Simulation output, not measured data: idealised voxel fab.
process module | voxel capacitor over wiring
cross-section cut | 290 nm wide | cells 5 nm
A cross-section is a grid of square cells, given in bands from the top down. A band is one or more rows of cells.
Each band's line starts with the height of the band's top and of its bottom, in nm. Then come its materials from left to right, each with its width in nm. One material with "throughout" fills the band from edge to edge. "air" is empty space.
Height 0 is the level under which the wafer as received is all one material. The lowest band goes on downwards, as in "0 down".
A width such as "30 to 40" changes by the same amount from each row of cells to the next, from the band's top row to its bottom row.
"no change" after a step means that no cell of the cross-section changed.
closed voids: empty space of 8 cells or more with no open way to the top, each as width x height at its distance from the left edge, in nm
after a step's settings: what the simulator itself notes on the step
overlay nm, on a step with a mask: how far to the right of its planned place the mask lay; to the left if negative
Each pair below shows a cross-section before one step and the cross-section after it, down to the lowest band that changed. The line under each pair gives the step between them, with its settings. The pairs can come from different runs of this module on the same starting wafer, so a pair continues from the pair above only where its "before" says so.
before
  0 down: Si throughout
  closed voids: none
after
  15 to 0: SiO2 throughout
  below 0: unchanged
  closed voids: none
the step between: op CONFORMAL_DEP | material SiO2 | thk nm 15
before: the cross-section after the pair above
after
  20 to 15: SiN throughout
  below 15: unchanged
  closed voids: none
the step between: op CONFORMAL_DEP | material SiN | thk nm 5
before: the cross-section after the pair above
after
  45 to 20: lowk throughout
  below 20: unchanged
  closed voids: none
the step between: op DIRECTIONAL_DEP | material lowk | thk nm 25
before: the cross-section after the pair above
after
  55 to 45: aC throughout
  below 45: unchanged
  closed voids: none
the step between: op DIRECTIONAL_DEP | material aC | thk nm 10
before: the cross-section after the pair above
after
  85 to 55: resist 85 | air 30 | resist 55 | air 30 | resist 90
  below 55: unchanged
  closed voids: none
the step between: op PATTERN | tone open | mask id METAL_1 | material resist | width nm 30 | pitch nm 85 | thk nm 30 | overlay nm 0
before: the cross-section after the pair above
after
  75 to 55: resist 85 | air 30 | resist 55 | air 30 | resist 90
  55 to 45: aC 85 | air 30 | aC 55 | air 30 | aC 90
  below 45: unchanged
  closed voids: none
the step between: op DIRECTIONAL_ETCH | etch materials aC | depth nm 10
before: the cross-section after the pair above
after
  55 to 45: aC 85 | air 30 | aC 55 | air 30 | aC 90
  below 45: unchanged
  closed voids: none
the step between: op STRIP | etch materials resist
before: the cross-section after the pair above
after
  55 to 45: aC 85 | air 30 | aC 55 | air 30 | aC 90
  45 to 20: lowk 85 | air 30 | lowk 55 | air 30 | lowk 90
  below 20: unchanged
  closed voids: none
the step between: op DIRECTIONAL_ETCH | etch materials lowk | depth nm 25
before: the cross-section after the pair above
after
  55 to 45: aC 85 | air 30 | aC 55 | air 30 | aC 90
  45 to 20: lowk 85 | air 30 | lowk 55 | air 30 | lowk 90
  20 to 15: SiN 85 | air 30 | SiN 55 | air 30 | SiN 90
  below 15: unchanged
  closed voids: none
the step between: op DIRECTIONAL_ETCH | etch materials SiN | depth nm 5
before: the cross-section after the pair above
after
  45 to 20: lowk 85 | air 30 | lowk 55 | air 30 | lowk 90
  below 20: unchanged
  closed voids: none
the step between: op STRIP | etch materials aC
before: the cross-section after the pair above
after
  50 to 45: TiN 90 | air 20 | TiN 65 | air 20 | TiN 95
  45 to 20: lowk 85 | TiN 5 | air 20 | TiN 5 | lowk 55 | TiN 5 | air 20 | TiN 5 | lowk 90
  20 to 15: SiN 85 | TiN 30 | SiN 55 | TiN 30 | SiN 90
  below 15: unchanged
  closed voids: none
the step between: op CONFORMAL_DEP | material TiN | thk nm 5
before: the cross-section after the pair above
after
  55 to 50: W throughout
  50 to 45: TiN 90 | W 20 | TiN 65 | W 20 | TiN 95
  45 to 20: lowk 85 | TiN 5 | W 20 | TiN 5 | lowk 55 | TiN 5 | W 20 | TiN 5 | lowk 90
  below 20: unchanged
  closed voids: none
the step between: op FILL_DEP | material W | thk nm 5
before: the cross-section after the pair above
after
  45 to 20: lowk 85 | TiN 5 | W 20 | TiN 5 | lowk 55 | TiN 5 | W 20 | TiN 5 | lowk 90
  below 20: unchanged
  closed voids: none
the step between: op CMP | height nm 45
before: the cross-section after the pair above
after
  50 to 45: SiCN throughout
  below 45: unchanged
  closed voids: none
the step between: op CONFORMAL_DEP | material SiCN | thk nm 5
before: the cross-section after the pair above
after
  65 to 50: SiO2 throughout
  below 50: unchanged
  closed voids: none
the step between: op DIRECTIONAL_DEP | material SiO2 | thk nm 15
before: the cross-section after the pair above
after
  65 to 50: SiO2 100 | air 15 | SiO2 175
  below 50: unchanged
  closed voids: none
the step between: op MASKED_ETCH | tone open | mask id PLUG_1 | width nm 15 | etch materials SiO2 | depth nm 15 | overlay nm 0
before: the cross-section after the pair above
after
  65 to 50: SiO2 100 | air 15 | SiO2 175
  50 to 45: SiCN 100 | air 15 | SiCN 175
  below 45: unchanged
  closed voids: none
the step between: op MASKED_ETCH | tone open | mask id PLUG_1 | width nm 15 | etch materials SiCN | depth nm 5 | overlay nm 0
before: the cross-section after the pair above
after
  65 to 55: SiO2 100 | air 15 | SiO2 175
  55 to 50: SiO2 100 | Ru 15 | SiO2 175
  50 to 45: SiCN 100 | Ru 15 | SiCN 175
  below 45: unchanged
  closed voids: none
the step between: op EPI | material Ru | thk nm 10
before: the cross-section after the pair above
after
  65 to 50: SiO2 100 | Ru 15 | SiO2 175
  below 50: unchanged
  closed voids: none
the step between: op EPI | material Ru | thk nm 10
before: the cross-section after the pair above
after
  70 to 65: TiN throughout
  below 65: unchanged
  closed voids: none
the step between: op DIRECTIONAL_DEP | material TiN | thk nm 5
before: the cross-section after the pair above
after
  75 to 70: HfO2 throughout
  below 70: unchanged
  closed voids: none
the step between: op DIRECTIONAL_DEP | material HfO2 | thk nm 5
before: the cross-section after the pair above
after
  85 to 75: TiN throughout
  below 75: unchanged
  closed voids: none
the step between: op DIRECTIONAL_DEP | material TiN | thk nm 10
before: the cross-section after the pair above
after
  85 to 75: air 100 | TiN 60 | air 130
  below 75: unchanged
  closed voids: none
the step between: op MASKED_ETCH | tone cover | mask id UPPER_PLATE | width nm 60 | etch materials TiN | depth nm 10 | overlay nm 0
before: the cross-section after the pair above
after
  85 to 75: air 100 | TiN 60 | air 130
  75 to 70: air 100 | HfO2 60 | air 130
  below 70: unchanged
  closed voids: none
the step between: op MASKED_ETCH | tone cover | mask id UPPER_PLATE | width nm 60 | etch materials HfO2 | depth nm 5 | overlay nm 0
before: the cross-section after the pair above
after
  95 to 85: air 100 | aC 60 | air 130
  85 to 80: air 100 | TiN 60 | air 130
  80 to 75: aC 100 | TiN 60 | aC 130
  75 to 70: aC 100 | HfO2 60 | aC 130
  below 70: unchanged
  closed voids: none
the step between: op DIRECTIONAL_DEP | material aC | thk nm 10
before: the cross-section after the pair above
after
  120 to 95: air 95 | resist 70 | air 125
  95 to 85: air 95 | resist 5 | aC 60 | resist 5 | air 125
  85 to 80: air 95 | resist 5 | TiN 60 | resist 5 | air 125
  below 80: unchanged
  closed voids: none
the step between: op PATTERN | tone cover | mask id LOWER_PLATE | material resist | width nm 70 | thk nm 25 | overlay nm 0
before: the cross-section after the pair above
after
  110 to 95: air 95 | resist 70 | air 125
  95 to 85: air 95 | resist 5 | aC 60 | resist 5 | air 125
  85 to 80: air 95 | resist 5 | TiN 60 | resist 5 | air 125
  80 to 75: air 95 | aC 5 | TiN 60 | aC 5 | air 125
  75 to 70: air 95 | aC 5 | HfO2 60 | aC 5 | air 125
  below 70: unchanged
  closed voids: none
the step between: op DIRECTIONAL_ETCH | etch materials aC | depth nm 10
before: the cross-section after the pair above
after
  95 to 85: air 100 | aC 60 | air 130
  85 to 80: air 100 | TiN 60 | air 130
  below 80: unchanged
  closed voids: none
the step between: op STRIP | etch materials resist
before: the cross-section after the pair above
after
  95 to 85: air 100 | aC 60 | air 130
  85 to 80: air 100 | TiN 60 | air 130
  80 to 75: air 95 | aC 5 | TiN 60 | aC 5 | air 125
  75 to 70: air 95 | aC 5 | HfO2 60 | aC 5 | air 125
  70 to 65: air 95 | TiN 70 | air 125
  below 65: unchanged
  closed voids: none
the step between: op DIRECTIONAL_ETCH | etch materials TiN | depth nm 5
before: the cross-section after the pair above
after
  85 to 75: air 100 | TiN 60 | air 130
  75 to 70: air 100 | HfO2 60 | air 130
  below 70: unchanged
  closed voids: none
the step between: op STRIP | etch materials aC
before: the cross-section after the pair above
after
  105 to 85: SiO2 throughout
  85 to 75: SiO2 100 | TiN 60 | SiO2 130
  75 to 70: SiO2 100 | HfO2 60 | SiO2 130
  70 to 65: SiO2 95 | TiN 70 | SiO2 125
  below 65: unchanged
  closed voids: none
the step between: op FILL_DEP | material SiO2 | thk nm 20
before: the cross-section after the pair above
after
  100 to 85: SiO2 throughout
  below 85: unchanged
  closed voids: none
the step between: op CMP | height nm 100
before: the cross-section after the pair above
after
  115 to 100: aC throughout
  below 100: unchanged
  closed voids: none
the step between: op DIRECTIONAL_DEP | material aC | thk nm 15
before: the cross-section after the pair above
after
  145 to 115: resist 110 | air 15 | resist 165
  below 115: unchanged
  closed voids: none
the step between: op PATTERN | tone open | mask id PLUG_2 | material resist | width nm 15 | thk nm 30 | overlay nm 0
before: the cross-section after the pair above
after
  130 to 115: resist 110 | air 15 | resist 165
  115 to 100: aC 110 | air 15 | aC 165
  below 100: unchanged
  closed voids: none
the step between: op DIRECTIONAL_ETCH | etch materials aC | depth nm 15
before: the cross-section after the pair above
after
  115 to 100: aC 110 | air 15 | aC 165
  below 100: unchanged
  closed voids: none
the step between: op STRIP | etch materials resist
before: the cross-section after the pair above
after
  115 to 100: aC 110 | air 15 | aC 165
  100 to 85: SiO2 110 | air 15 | SiO2 165
  below 85: unchanged
  closed voids: none
the step between: op DIRECTIONAL_ETCH | etch materials SiO2 | depth nm 15
before: the cross-section after the pair above
after
  100 to 85: SiO2 110 | air 15 | SiO2 165
  below 85: unchanged
  closed voids: none
the step between: op STRIP | etch materials aC
before: the cross-section after the pair above
after
  105 to 100: TiN 115 | air 5 | TiN 170
  100 to 90: SiO2 110 | TiN 5 | air 5 | TiN 5 | SiO2 165
  90 to 85: SiO2 110 | TiN 15 | SiO2 165
  below 85: unchanged
  closed voids: none
the step between: op CONFORMAL_DEP | material TiN | thk nm 5
before: the cross-section after the pair above
after
  110 to 105: Cu throughout
  105 to 100: TiN 115 | Cu 5 | TiN 170
  100 to 90: SiO2 110 | TiN 5 | Cu 5 | TiN 5 | SiO2 165
  below 90: unchanged
  closed voids: none
the step between: op FILL_DEP | material Cu | thk nm 5
before: the cross-section after the pair above
after
  100 to 90: SiO2 110 | TiN 5 | Cu 5 | TiN 5 | SiO2 165
  below 90: unchanged
  closed voids: none
the step between: op CMP | height nm 100
before: the cross-section after the pair above
after
  105 to 100: SiN throughout
  below 100: unchanged
  closed voids: none
the step between: op CONFORMAL_DEP | material SiN | thk nm 5
before
  15 to 0: SiO2 throughout
  0 down: Si throughout
  closed voids: none
after
  40 to 15: lowk throughout
  below 15: unchanged
  closed voids: none
the step between: op DIRECTIONAL_DEP | material lowk | thk nm 25
before: the cross-section after the pair above
after
  50 to 40: aC throughout
  below 40: unchanged
  closed voids: none
the step between: op DIRECTIONAL_DEP | material aC | thk nm 10
before: the cross-section after the pair above
after
  80 to 50: resist 85 | air 30 | resist 55 | air 30 | resist 90
  below 50: unchanged
  closed voids: none
the step between: op PATTERN | tone open | mask id METAL_1 | material resist | width nm 30 | pitch nm 85 | thk nm 30 | overlay nm 0
before: the cross-section after the pair above
after
  70 to 50: resist 85 | air 30 | resist 55 | air 30 | resist 90
  50 to 40: aC 85 | air 30 | aC 55 | air 30 | aC 90
  below 40: unchanged
  closed voids: none
the step between: op DIRECTIONAL_ETCH | etch materials aC | depth nm 10
before: the cross-section after the pair above
after
  50 to 40: aC 85 | air 30 | aC 55 | air 30 | aC 90
  below 40: unchanged
  closed voids: none
the step between: op STRIP | etch materials resist
before: the cross-section after the pair above
after
  50 to 40: aC 85 | air 30 | aC 55 | air 30 | aC 90
  40 to 15: lowk 85 | air 30 | lowk 55 | air 30 | lowk 90
  below 15: unchanged
  closed voids: none
the step between: op DIRECTIONAL_ETCH | etch materials lowk | depth nm 25
before: the cross-section after the pair above
after
  40 to 15: lowk 85 | air 30 | lowk 55 | air 30 | lowk 90
  below 15: unchanged
  closed voids: none
the step between: op STRIP | etch materials aC
before: the cross-section after the pair above
after
  45 to 40: TiN 90 | air 20 | TiN 65 | air 20 | TiN 95
  40 to 20: lowk 85 | TiN 5 | air 20 | TiN 5 | lowk 55 | TiN 5 | air 20 | TiN 5 | lowk 90
  20 to 15: lowk 85 | TiN 30 | lowk 55 | TiN 30 | lowk 90
  below 15: unchanged
  closed voids: none
the step between: op CONFORMAL_DEP | material TiN | thk nm 5
before: the cross-section after the pair above
after
  50 to 45: W throughout
  45 to 40: TiN 90 | W 20 | TiN 65 | W 20 | TiN 95
  40 to 20: lowk 85 | TiN 5 | W 20 | TiN 5 | lowk 55 | TiN 5 | W 20 | TiN 5 | lowk 90
  below 20: unchanged
  closed voids: none
the step between: op FILL_DEP | material W | thk nm 5
before: the cross-section after the pair above
after
  45 to 40: TiN 90 | W 20 | TiN 65 | W 20 | TiN 95
  below 40: unchanged
  closed voids: none
the step between: op CMP | height nm 45
before: the cross-section after the pair above
after
  50 to 45: SiCN throughout
  below 45: unchanged
  closed voids: none
the step between: op CONFORMAL_DEP | material SiCN | thk nm 5
before: the cross-section after the pair above
after
  65 to 50: SiO2 throughout
  below 50: unchanged
  closed voids: none
the step between: op DIRECTIONAL_DEP | material SiO2 | thk nm 15
before: the cross-section after the pair above
after
  65 to 50: SiO2 100 | air 15 | SiO2 175
  below 50: unchanged
  closed voids: none
the step between: op MASKED_ETCH | tone open | mask id PLUG_1 | width nm 15 | etch materials SiO2 | depth nm 15 | overlay nm 0
before: the cross-section after the pair above
after
  65 to 50: SiO2 100 | air 15 | SiO2 175
  50 to 45: SiCN 100 | air 15 | SiCN 175
  below 45: unchanged
  closed voids: none
the step between: op MASKED_ETCH | tone open | mask id PLUG_1 | width nm 15 | etch materials SiCN | depth nm 5 | overlay nm 0
before: the cross-section after the pair above
after
  65 to 55: SiO2 100 | air 15 | SiO2 175
  55 to 50: SiO2 100 | Ru 15 | SiO2 175
  50 to 45: SiCN 100 | Ru 15 | SiCN 175
  below 45: unchanged
  closed voids: none
the step between: op EPI | material Ru | thk nm 10
before: the cross-section after the pair above
after
  65 to 50: SiO2 100 | Ru 15 | SiO2 175
  below 50: unchanged
  closed voids: none
the step between: op EPI | material Ru | thk nm 10
before: the cross-section after the pair above
after
  70 to 65: TiN throughout
  below 65: unchanged
  closed voids: none
the step between: op DIRECTIONAL_DEP | material TiN | thk nm 5
before: the cross-section after the pair above
after
  75 to 70: HfO2 throughout
  below 70: unchanged
  closed voids: none
the step between: op DIRECTIONAL_DEP | material HfO2 | thk nm 5
before: the cross-section after the pair above
after
  85 to 75: TiN throughout
  below 75: unchanged
  closed voids: none
the step between: op DIRECTIONAL_DEP | material TiN | thk nm 10
before: the cross-section after the pair above
after
  85 to 75: air 100 | TiN 60 | air 130
  below 75: unchanged
  closed voids: none
the step between: op MASKED_ETCH | tone cover | mask id UPPER_PLATE | width nm 60 | etch materials TiN | depth nm 10 | overlay nm 0
before: the cross-section after the pair above
after
  85 to 75: air 100 | TiN 60 | air 130
  75 to 70: air 100 | HfO2 60 | air 130
  below 70: unchanged
  closed voids: none
the step between: op MASKED_ETCH | tone cover | mask id UPPER_PLATE | width nm 60 | etch materials HfO2 | depth nm 5 | overlay nm 0
before: the cross-section after the pair above
after
  95 to 85: air 100 | aC 60 | air 130
  85 to 80: air 100 | TiN 60 | air 130
  80 to 75: aC 100 | TiN 60 | aC 130
  75 to 70: aC 100 | HfO2 60 | aC 130
  below 70: unchanged
  closed voids: none
the step between: op DIRECTIONAL_DEP | material aC | thk nm 10
before: the cross-section after the pair above
after
  120 to 95: air 95 | resist 70 | air 125
  95 to 85: air 95 | resist 5 | aC 60 | resist 5 | air 125
  85 to 80: air 95 | resist 5 | TiN 60 | resist 5 | air 125
  below 80: unchanged
  closed voids: none
the step between: op PATTERN | tone cover | mask id LOWER_PLATE | material resist | width nm 70 | thk nm 25 | overlay nm 0
before: the cross-section after the pair above
after
  110 to 95: air 95 | resist 70 | air 125
  95 to 85: air 95 | resist 5 | aC 60 | resist 5 | air 125
  85 to 80: air 95 | resist 5 | TiN 60 | resist 5 | air 125
  80 to 75: air 95 | aC 5 | TiN 60 | aC 5 | air 125
  75 to 70: air 95 | aC 5 | HfO2 60 | aC 5 | air 125
  below 70: unchanged
  closed voids: none
the step between: op DIRECTIONAL_ETCH | etch materials aC | depth nm 10
before: the cross-section after the pair above
after
  95 to 85: air 100 | aC 60 | air 130
  85 to 80: air 100 | TiN 60 | air 130
  below 80: unchanged
  closed voids: none
the step between: op STRIP | etch materials resist
before: the cross-section after the pair above
after
  95 to 85: air 100 | aC 60 | air 130
  85 to 80: air 100 | TiN 60 | air 130
  80 to 75: air 95 | aC 5 | TiN 60 | aC 5 | air 125
  75 to 70: air 95 | aC 5 | HfO2 60 | aC 5 | air 125
  70 to 65: air 95 | TiN 70 | air 125
  below 65: unchanged
  closed voids: none
the step between: op DIRECTIONAL_ETCH | etch materials TiN | depth nm 5
before: the cross-section after the pair above
after
  85 to 75: air 100 | TiN 60 | air 130
  75 to 70: air 100 | HfO2 60 | air 130
  below 70: unchanged
  closed voids: none
the step between: op STRIP | etch materials aC
before: the cross-section after the pair above
after
  105 to 85: SiO2 throughout
  85 to 75: SiO2 100 | TiN 60 | SiO2 130
  75 to 70: SiO2 100 | HfO2 60 | SiO2 130
  70 to 65: SiO2 95 | TiN 70 | SiO2 125
  below 65: unchanged
  closed voids: none
the step between: op FILL_DEP | material SiO2 | thk nm 20
before: the cross-section after the pair above
after
  100 to 85: SiO2 throughout
  below 85: unchanged
  closed voids: none
the step between: op CMP | height nm 100
before: the cross-section after the pair above
after
  115 to 100: aC throughout
  below 100: unchanged
  closed voids: none
the step between: op DIRECTIONAL_DEP | material aC | thk nm 15
before: the cross-section after the pair above
after
  145 to 115: resist 110 | air 15 | resist 165
  below 115: unchanged
  closed voids: none
the step between: op PATTERN | tone open | mask id PLUG_2 | material resist | width nm 15 | thk nm 30 | overlay nm 0
before: the cross-section after the pair above
after
  130 to 115: resist 110 | air 15 | resist 165
  115 to 100: aC 110 | air 15 | aC 165
  below 100: unchanged
  closed voids: none
the step between: op DIRECTIONAL_ETCH | etch materials aC | depth nm 15
before: the cross-section after the pair above
after
  115 to 100: aC 110 | air 15 | aC 165
  below 100: unchanged
  closed voids: none
the step between: op STRIP | etch materials resist
before: the cross-section after the pair above
after
  115 to 100: aC 110 | air 15 | aC 165
  100 to 85: SiO2 110 | air 15 | SiO2 165
  below 85: unchanged
  closed voids: none
the step between: op DIRECTIONAL_ETCH | etch materials SiO2 | depth nm 15
before: the cross-section after the pair above
after
  100 to 85: SiO2 110 | air 15 | SiO2 165
  below 85: unchanged
  closed voids: none
the step between: op STRIP | etch materials aC
before: the cross-section after the pair above
after
  105 to 100: TiN 115 | air 5 | TiN 170
  100 to 90: SiO2 110 | TiN 5 | air 5 | TiN 5 | SiO2 165
  90 to 85: SiO2 110 | TiN 15 | SiO2 165
  below 85: unchanged
  closed voids: none
the step between: op CONFORMAL_DEP | material TiN | thk nm 5
before: the cross-section after the pair above
after
  110 to 105: Cu throughout
  105 to 100: TiN 115 | Cu 5 | TiN 170
  100 to 90: SiO2 110 | TiN 5 | Cu 5 | TiN 5 | SiO2 165
  below 90: unchanged
  closed voids: none
the step between: op FILL_DEP | material Cu | thk nm 5
before: the cross-section after the pair above
after
  100 to 90: SiO2 110 | TiN 5 | Cu 5 | TiN 5 | SiO2 165
  below 90: unchanged
  closed voids: none
the step between: op CMP | height nm 100
before: the cross-section after the pair above
after
  105 to 100: SiN throughout
  below 100: unchanged
  closed voids: none
the step between: op CONFORMAL_DEP | material SiN | thk nm 5
before
  65 to 50: SiO2 100 | Ru 15 | SiO2 175
  50 to 45: SiCN 100 | Ru 15 | SiCN 175
  45 to 20: lowk 85 | TiN 5 | W 20 | TiN 5 | lowk 55 | TiN 5 | W 20 | TiN 5 | lowk 90
  20 to 15: SiN 85 | TiN 30 | SiN 55 | TiN 30 | SiN 90
  15 to 0: SiO2 throughout
  0 down: Si throughout
  closed voids: none
after
  75 to 65: air 90 | Ru 35 | air 165
  below 65: unchanged
  closed voids: none
the step between: op EPI | material Ru | thk nm 10
before: the cross-section after the pair above
after
  80 to 75: air 90 | TiN 35 | air 165
  75 to 70: air 90 | Ru 35 | air 165
  70 to 65: TiN 90 | Ru 35 | TiN 165
  below 65: unchanged
  closed voids: none
the step between: op DIRECTIONAL_DEP | material TiN | thk nm 5
before: the cross-section after the pair above
after
  85 to 80: air 90 | HfO2 35 | air 165
  80 to 75: air 90 | TiN 35 | air 165
  75 to 70: HfO2 90 | Ru 35 | HfO2 165
  below 70: unchanged
  closed voids: none
the step between: op DIRECTIONAL_DEP | material HfO2 | thk nm 5
before: the cross-section after the pair above
after
  95 to 85: air 90 | TiN 35 | air 165
  85 to 80: TiN 90 | HfO2 35 | TiN 165
  80 to 75: TiN throughout
  below 75: unchanged
  closed voids: none
the step between: op DIRECTIONAL_DEP | material TiN | thk nm 10
before: the cross-section after the pair above
after
  95 to 85: air 100 | TiN 25 | air 165
  85 to 80: air 90 | HfO2 35 | TiN 35 | air 130
  80 to 75: air 90 | TiN 70 | air 130
  below 75: unchanged
  closed voids: none
the step between: op MASKED_ETCH | tone cover | mask id UPPER_PLATE | width nm 60 | etch materials TiN | depth nm 10 | overlay nm 0
before: the cross-section after the pair above
after
  95 to 85: air 100 | TiN 25 | air 165
  85 to 80: air 100 | HfO2 25 | TiN 35 | air 130
  80 to 75: air 90 | TiN 70 | air 130
  75 to 70: air 90 | Ru 35 | HfO2 35 | air 130
  below 70: unchanged
  closed voids: none
the step between: op MASKED_ETCH | tone cover | mask id UPPER_PLATE | width nm 60 | etch materials HfO2 | depth nm 5 | overlay nm 0
before: the cross-section after the pair above
after
  105 to 95: air 100 | aC 25 | air 165
  95 to 90: air 100 | TiN 25 | aC 35 | air 130
  90 to 85: air 90 | aC 10 | TiN 25 | aC 35 | air 130
  85 to 80: air 90 | aC 10 | HfO2 25 | TiN 35 | air 130
  80 to 75: aC 90 | TiN 70 | aC 130
  75 to 70: aC 90 | Ru 35 | HfO2 35 | aC 130
  below 70: unchanged
  closed voids: none
the step between: op DIRECTIONAL_DEP | material aC | thk nm 10
before: the cross-section after the pair above
after
  130 to 105: air 95 | resist 70 | air 125
  105 to 95: air 95 | resist 5 | aC 25 | resist 40 | air 125
  95 to 90: air 95 | resist 5 | TiN 25 | aC 35 | resist 5 | air 125
  90 to 85: air 90 | aC 10 | TiN 25 | aC 35 | resist 5 | air 125
  85 to 80: air 90 | aC 10 | HfO2 25 | TiN 35 | resist 5 | air 125
  below 80: unchanged
  closed voids: none
the step between: op PATTERN | tone cover | mask id LOWER_PLATE | material resist | width nm 70 | thk nm 25 | overlay nm 0
before: the cross-section after the pair above
after
  120 to 105: air 95 | resist 70 | air 125
  105 to 95: air 95 | resist 5 | aC 25 | resist 40 | air 125
  95 to 90: air 95 | resist 5 | TiN 25 | aC 35 | resist 5 | air 125
  90 to 85: air 95 | aC 5 | TiN 25 | aC 35 | resist 5 | air 125
  85 to 80: air 95 | aC 5 | HfO2 25 | TiN 35 | resist 5 | air 125
  80 to 75: air 90 | TiN 70 | aC 5 | air 125
  75 to 70: air 90 | Ru 35 | HfO2 35 | aC 5 | air 125
  below 70: unchanged
  closed voids: none
the step between: op DIRECTIONAL_ETCH | etch materials aC | depth nm 10
before: the cross-section after the pair above
after
  105 to 95: air 100 | aC 25 | air 165
  95 to 90: air 100 | TiN 25 | aC 35 | air 130
  90 to 85: air 95 | aC 5 | TiN 25 | aC 35 | air 130
  85 to 80: air 95 | aC 5 | HfO2 25 | TiN 35 | air 130
  below 80: unchanged
  closed voids: none
the step between: op STRIP | etch materials resist
before: the cross-section after the pair above
after
  105 to 95: air 100 | aC 25 | air 165
  95 to 90: air 100 | TiN 25 | aC 35 | air 130
  90 to 85: air 95 | aC 5 | TiN 25 | aC 35 | air 130
  85 to 80: air 95 | aC 5 | HfO2 25 | TiN 35 | air 130
  80 to 75: air 95 | TiN 65 | aC 5 | air 125
  75 to 70: air 90 | Ru 35 | HfO2 35 | aC 5 | air 125
  70 to 65: air 90 | Ru 35 | TiN 40 | air 125
  below 65: unchanged
  closed voids: none
the step between: op DIRECTIONAL_ETCH | etch materials TiN | depth nm 5
before: the cross-section after the pair above
after
  95 to 85: air 100 | TiN 25 | air 165
  85 to 80: air 100 | HfO2 25 | TiN 35 | air 130
  80 to 75: air 95 | TiN 65 | air 130
  75 to 70: air 90 | Ru 35 | HfO2 35 | air 130
  below 70: unchanged
  closed voids: none
the step between: op STRIP | etch materials aC
before: the cross-section after the pair above
after
  115 to 95: SiO2 throughout
  95 to 85: SiO2 100 | TiN 25 | SiO2 165
  85 to 80: SiO2 100 | HfO2 25 | TiN 35 | SiO2 130
  80 to 75: SiO2 95 | TiN 65 | SiO2 130
  75 to 70: SiO2 90 | Ru 35 | HfO2 35 | SiO2 130
  70 to 65: SiO2 90 | Ru 35 | TiN 40 | SiO2 125
  below 65: unchanged
  closed voids: none
the step between: op FILL_DEP | material SiO2 | thk nm 20
before: the cross-section after the pair above
after
  100 to 95: SiO2 throughout
  below 95: unchanged
  closed voids: none
the step between: op CMP | height nm 100
before: the cross-section after the pair above
after
  115 to 100: aC throughout
  below 100: unchanged
  closed voids: none
the step between: op DIRECTIONAL_DEP | material aC | thk nm 15
before: the cross-section after the pair above
after
  145 to 115: resist 110 | air 15 | resist 165
  below 115: unchanged
  closed voids: none
the step between: op PATTERN | tone open | mask id PLUG_2 | material resist | width nm 15 | thk nm 30 | overlay nm 0
before: the cross-section after the pair above
after
  130 to 115: resist 110 | air 15 | resist 165
  115 to 100: aC 110 | air 15 | aC 165
  below 100: unchanged
  closed voids: none
the step between: op DIRECTIONAL_ETCH | etch materials aC | depth nm 15
before: the cross-section after the pair above
after
  115 to 100: aC 110 | air 15 | aC 165
  below 100: unchanged
  closed voids: none
the step between: op STRIP | etch materials resist
before: the cross-section after the pair above
after
  115 to 100: aC 110 | air 15 | aC 165
  100 to 95: SiO2 110 | air 15 | SiO2 165
  below 95: unchanged
  closed voids: none
the step between: op DIRECTIONAL_ETCH | etch materials SiO2 | depth nm 15
before: the cross-section after the pair above
after
  100 to 95: SiO2 110 | air 15 | SiO2 165
  below 95: unchanged
  closed voids: none
the step between: op STRIP | etch materials aC
before: the cross-section after the pair above
after
  105 to 100: TiN 115 | air 5 | TiN 170
  100 to 95: SiO2 110 | TiN 15 | SiO2 165
  below 95: unchanged
  closed voids: none
the step between: op CONFORMAL_DEP | material TiN | thk nm 5
before: the cross-section after the pair above
after
  110 to 105: Cu throughout
  105 to 100: TiN 115 | Cu 5 | TiN 170
  below 100: unchanged
  closed voids: none
the step between: op FILL_DEP | material Cu | thk nm 5
before: the cross-section after the pair above
after
  100 to 95: SiO2 110 | TiN 15 | SiO2 165
  below 95: unchanged
  closed voids: none
the step between: op CMP | height nm 100
before: the cross-section after the pair above
after
  105 to 100: SiN throughout
  below 100: unchanged
  closed voids: none
the step between: op CONFORMAL_DEP | material SiN | thk nm 5
before
  65 to 50: SiO2 100 | Ru 15 | SiO2 175
  50 to 45: SiCN 100 | Ru 15 | SiCN 175
  45 to 20: lowk 85 | TiN 5 | W 20 | TiN 5 | lowk 55 | TiN 5 | W 20 | TiN 5 | lowk 90
  20 to 15: SiN 85 | TiN 30 | SiN 55 | TiN 30 | SiN 90
  15 to 0: SiO2 throughout
  0 down: Si throughout
  closed voids: none
after
  70 to 65: HfO2 throughout
  below 65: unchanged
  closed voids: none
the step between: op DIRECTIONAL_DEP | material HfO2 | thk nm 5
before: the cross-section after the pair above
after
  75 to 70: TiN throughout
  below 70: unchanged
  closed voids: none
the step between: op DIRECTIONAL_DEP | material TiN | thk nm 5
before: the cross-section after the pair above
after
  85 to 70: TiN throughout
  below 70: unchanged
  closed voids: none
the step between: op DIRECTIONAL_DEP | material TiN | thk nm 10
before: the cross-section after the pair above
after
  85 to 75: air 100 | TiN 60 | air 130
  below 75: unchanged
  closed voids: none
the step between: op MASKED_ETCH | tone cover | mask id UPPER_PLATE | width nm 60 | etch materials TiN | depth nm 10 | overlay nm 0
before: the cross-section after the pair above
after
  95 to 85: air 100 | aC 60 | air 130
  85 to 75: aC 100 | TiN 60 | aC 130
  below 75: unchanged
  closed voids: none
the step between: op DIRECTIONAL_DEP | material aC | thk nm 10
before: the cross-section after the pair above
after
  120 to 95: air 95 | resist 70 | air 125
  95 to 85: air 95 | resist 5 | aC 60 | resist 5 | air 125
  below 85: unchanged
  closed voids: none
the step between: op PATTERN | tone cover | mask id LOWER_PLATE | material resist | width nm 70 | thk nm 25 | overlay nm 0
before: the cross-section after the pair above
after
  110 to 95: air 95 | resist 70 | air 125
  95 to 85: air 95 | resist 5 | aC 60 | resist 5 | air 125
  85 to 75: air 95 | aC 5 | TiN 60 | aC 5 | air 125
  below 75: unchanged
  closed voids: none
the step between: op DIRECTIONAL_ETCH | etch materials aC | depth nm 10
before: the cross-section after the pair above
after
  95 to 85: air 100 | aC 60 | air 130
  below 85: unchanged
  closed voids: none
the step between: op STRIP | etch materials resist
before: the cross-section after the pair above
after
  95 to 85: air 100 | aC 60 | air 130
  85 to 75: air 95 | aC 5 | TiN 60 | aC 5 | air 125
  75 to 70: air 95 | TiN 70 | air 125
  below 70: unchanged
  closed voids: none
the step between: op DIRECTIONAL_ETCH | etch materials TiN | depth nm 5
before: the cross-section after the pair above
after
  85 to 75: air 100 | TiN 60 | air 130
  below 75: unchanged
  closed voids: none
the step between: op STRIP | etch materials aC
before: the cross-section after the pair above
after
  105 to 85: SiO2 throughout
  85 to 75: SiO2 100 | TiN 60 | SiO2 130
  75 to 70: SiO2 95 | TiN 70 | SiO2 125
  below 70: unchanged
  closed voids: none
the step between: op FILL_DEP | material SiO2 | thk nm 20
before: the cross-section after the pair above
after
  100 to 85: SiO2 throughout
  below 85: unchanged
  closed voids: none
the step between: op CMP | height nm 100
before: the cross-section after the pair above
after
  115 to 100: aC throughout
  below 100: unchanged
  closed voids: none
the step between: op DIRECTIONAL_DEP | material aC | thk nm 15
